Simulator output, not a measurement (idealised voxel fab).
Process module under the name voxel wiring stack
In the cross-section labelled cut, the width is 165 nm and each square cell is 5 nm.
Just so we're on the same page, the cross-sections are grids of square cells, and they're listed out in bands top to bottom, each band one or more rows deep.
Basically the band line says how high the top is and how high the bottom is, in nm, and then what's in it from left to right, every material with its width in nm. Empty space shows up as "air", and if a single material carries "throughout" it runs the full band edge to edge.
The level at which height equals 0 is the one under which the wafer, as it arrives, is entirely one material. No lower edge exists for the bottom band, which continues downward and is notated as in "top 0, no bottom".
Note: "30..40" means the width goes from the first number (top row of the band) to the second number (bottom row) in equal steps per row of cells.
"no alteration" -> step changed no cross-section cell.
Closed empty spaces (no open way to the top) of 8 cells or more are what "Sealed internal cavities" lists, each as width x height at distance from the left edge, nm for all three.
Heads up: the bit after the settings on a step's line is the simulator's remark on that step.
The setting "overlay nm" may be written on the line of a step. When the step uses a mask, the value reports how far to the right of the planned place the mask lay, and a negative value reports that it lay to the left.
Steps in the process plan
1) RECEIVE [material Si]
2) CONFORMAL_DEP [material SiO2] [thk nm 10]
3) CONFORMAL_DEP [material SiCN] [thk nm 5]
4) DIRECTIONAL_DEP [material SiO2] [thk nm 25]
5) DIRECTIONAL_DEP [material aC] [thk nm 10]
6) PATTERN [tone open] [mask id METAL_1] [material resist] [width nm 30] [pitch nm 45] [thk nm 25] [overlay nm 0]
7) DIRECTIONAL_ETCH [etch materials aC] [depth nm 10]
8) STRIP [etch materials resist]
9) DIRECTIONAL_ETCH [etch materials SiO2] [depth nm 25]
10) DIRECTIONAL_ETCH [etch materials SiCN] [depth nm 5]
11) STRIP [etch materials aC]
12) CONFORMAL_DEP [material TiN] [thk nm 5]
13) FILL_DEP [material W] [thk nm 5]
14) CMP [height nm 40]
15) CONFORMAL_DEP [material SiCN] [thk nm 5]
16) DIRECTIONAL_DEP [material lowk] [thk nm 15]
17) DIRECTIONAL_DEP [material aC] [thk nm 15]
18) PATTERN [tone open] [mask id PLUG_1] [material resist] [width nm 15] [pitch nm 90] [thk nm 35] [overlay nm 0]
19) DIRECTIONAL_ETCH [etch materials aC] [depth nm 15]
20) STRIP [etch materials resist]
21) DIRECTIONAL_ETCH [etch materials lowk] [depth nm 15]
22) DIRECTIONAL_ETCH [etch materials SiCN] [depth nm 5]
23) STRIP [etch materials aC]
24) EPI [material Ru] [thk nm 10]
25) EPI [material Ru] [thk nm 10]
26) DIRECTIONAL_DEP [material TiN] [thk nm 5]
27) DIRECTIONAL_DEP [material W] [thk nm 25]
28) MASKED_ETCH [tone cover] [mask id METAL_2] [width nm 30] [pitch nm 45] [etch materials W] [depth nm 25] [overlay nm 0]
29) MASKED_ETCH [tone cover] [mask id METAL_2] [width nm 30] [pitch nm 45] [etch materials TiN] [depth nm 5] [overlay nm 0]
30) CONFORMAL_DEP [material SiCN] [thk nm 5]
31) FILL_DEP [material SiO2] [thk nm 5]
32) CMP [height nm 90]
33) CONFORMAL_DEP [material SiCN] [thk nm 5]
34) DIRECTIONAL_DEP [material lowk] [thk nm 25]
35) DIRECTIONAL_DEP [material aC] [thk nm 15]
36) PATTERN [tone open] [mask id METAL_3_HOLES] [material resist] [width nm 15] [pitch nm 45] [thk nm 35] [overlay nm 0]
37) DIRECTIONAL_ETCH [etch materials aC] [depth nm 15]
38) STRIP [etch materials resist]
39) DIRECTIONAL_ETCH [etch materials lowk] [depth nm 25]
40) STRIP [etch materials aC]
41) PATTERN [tone open] [mask id METAL_3] [material resist] [width nm 30] [pitch nm 45] [thk nm 15] [overlay nm 0]
42) DIRECTIONAL_ETCH [etch materials lowk] [depth nm 15]
43) DIRECTIONAL_ETCH [etch materials SiCN] [depth nm 5]
44) STRIP [etch materials resist]
45) CONFORMAL_DEP [material TiN] [thk nm 5]
46) FILL_DEP [material Cu] [thk nm 5]
47) CMP [height nm 120]
48) CONFORMAL_DEP [material SiCN] [thk nm 5]
Wafer cross-section on receipt, i.e. after step 1
top 0, no bottom | Si throughout
Sealed internal cavities: none
The first of two wafers, cross-sectioned at the end of the module, with the run proceeding as planned
top 125, bottom 120 | SiCN throughout
top 120, bottom 110 | 20 lowk, then 5 TiN, then 20 Cu, then 5 TiN, then 15 lowk, then 5 TiN, then 20 Cu, then 5 TiN, then 15 lowk, then 5 TiN, then 20 Cu, then 5 TiN, then 25 lowk
top 110, bottom 105 | 20 lowk, then 5 TiN, then 5 Cu, then 20 TiN, then 15 lowk, then 5 TiN, then 5 Cu, then 20 TiN, then 15 lowk, then 5 TiN, then 5 Cu, then 20 TiN, then 25 lowk
top 105, bottom 95 | 20 lowk, then 5 TiN, then 5 Cu, then 5 TiN, then 30 lowk, then 5 TiN, then 5 Cu, then 5 TiN, then 30 lowk, then 5 TiN, then 5 Cu, then 5 TiN, then 40 lowk
top 95, bottom 90 | 20 SiCN, then 15 TiN, then 30 SiCN, then 15 TiN, then 30 SiCN, then 15 TiN, then 40 SiCN
top 90, bottom 65 | 15 SiO2, then 5 SiCN, then 30 W, then 5 SiCN, then 5 SiO2, then 5 SiCN, then 30 W, then 5 SiCN, then 5 SiO2, then 5 SiCN, then 30 W, then 5 SiCN, then 20 SiO2
top 65, bottom 60 | 20 SiCN, then 30 TiN, then 15 SiCN, then 30 TiN, then 15 SiCN, then 30 TiN, then 25 SiCN
top 60, bottom 45 | 20 lowk, then 15 Ru, then 75 lowk, then 15 Ru, then 40 lowk
top 45, bottom 40 | 20 SiCN, then 15 Ru, then 75 SiCN, then 15 Ru, then 40 SiCN
top 40, bottom 15 | 20 SiO2, then 5 TiN, then 20 W, then 5 TiN, then 15 SiO2, then 5 TiN, then 20 W, then 5 TiN, then 15 SiO2, then 5 TiN, then 20 W, then 5 TiN, then 25 SiO2
top 15, bottom 10 | 20 SiCN, then 30 TiN, then 15 SiCN, then 30 TiN, then 15 SiCN, then 30 TiN, then 25 SiCN
top 10, bottom 0 | SiO2 throughout
top 0, no bottom | Si throughout
Sealed internal cavities: none
End of module, second wafer, cross-section. Started like the first, planned like the first, run with one mistake
top 125, bottom 120 | SiCN throughout
top 120, bottom 110 | 20 lowk, then 5 TiN, then 20 Cu, then 5 TiN, then 15 lowk, then 5 TiN, then 20 Cu, then 5 TiN, then 15 lowk, then 5 TiN, then 20 Cu, then 5 TiN, then 25 lowk
top 110, bottom 105 | 20 lowk, then 5 TiN, then 5 Cu, then 20 TiN, then 15 lowk, then 5 TiN, then 5 Cu, then 20 TiN, then 15 lowk, then 5 TiN, then 5 Cu, then 20 TiN, then 25 lowk
top 105, bottom 95 | 20 lowk, then 5 TiN, then 5 Cu, then 5 TiN, then 30 lowk, then 5 TiN, then 5 Cu, then 5 TiN, then 30 lowk, then 5 TiN, then 5 Cu, then 5 TiN, then 40 lowk
top 95, bottom 90 | 20 SiCN, then 15 TiN, then 30 SiCN, then 15 TiN, then 30 SiCN, then 15 TiN, then 40 SiCN
top 90, bottom 65 | 15 SiO2, then 5 SiCN, then 30 W, then 5 SiCN, then 5 SiO2, then 5 SiCN, then 30 W, then 5 SiCN, then 5 SiO2, then 5 SiCN, then 30 W, then 5 SiCN, then 20 SiO2
top 65, bottom 60 | 20 SiCN, then 30 TiN, then 15 SiCN, then 30 TiN, then 15 SiCN, then 30 TiN, then 25 SiCN
top 60, bottom 45 | 15 lowk, then 15 Ru, then 75 lowk, then 15 Ru, then 45 lowk
top 45, bottom 40 | 15 SiCN, then 15 Ru, then 75 SiCN, then 15 Ru, then 45 SiCN
top 40, bottom 15 | 20 SiO2, then 5 TiN, then 20 W, then 5 TiN, then 15 SiO2, then 5 TiN, then 20 W, then 5 TiN, then 15 SiO2, then 5 TiN, then 20 W, then 5 TiN, then 25 SiO2
top 15, bottom 10 | 20 SiCN, then 30 TiN, then 15 SiCN, then 30 TiN, then 15 SiCN, then 30 TiN, then 25 SiCN
top 10, bottom 0 | SiO2 throughout
top 0, no bottom | Si throughout
Sealed internal cavities: none
Against the plan, the run slipped here: step 18 ran differently from the plan; actual operation with settings: PATTERN [tone open] [mask id PLUG_1] [material resist] [width nm 15] [pitch nm 90] [thk nm 35] [overlay nm -5]
At the end, the second wafer has the same number of cells of each material as the first, but those cells sit in other places.
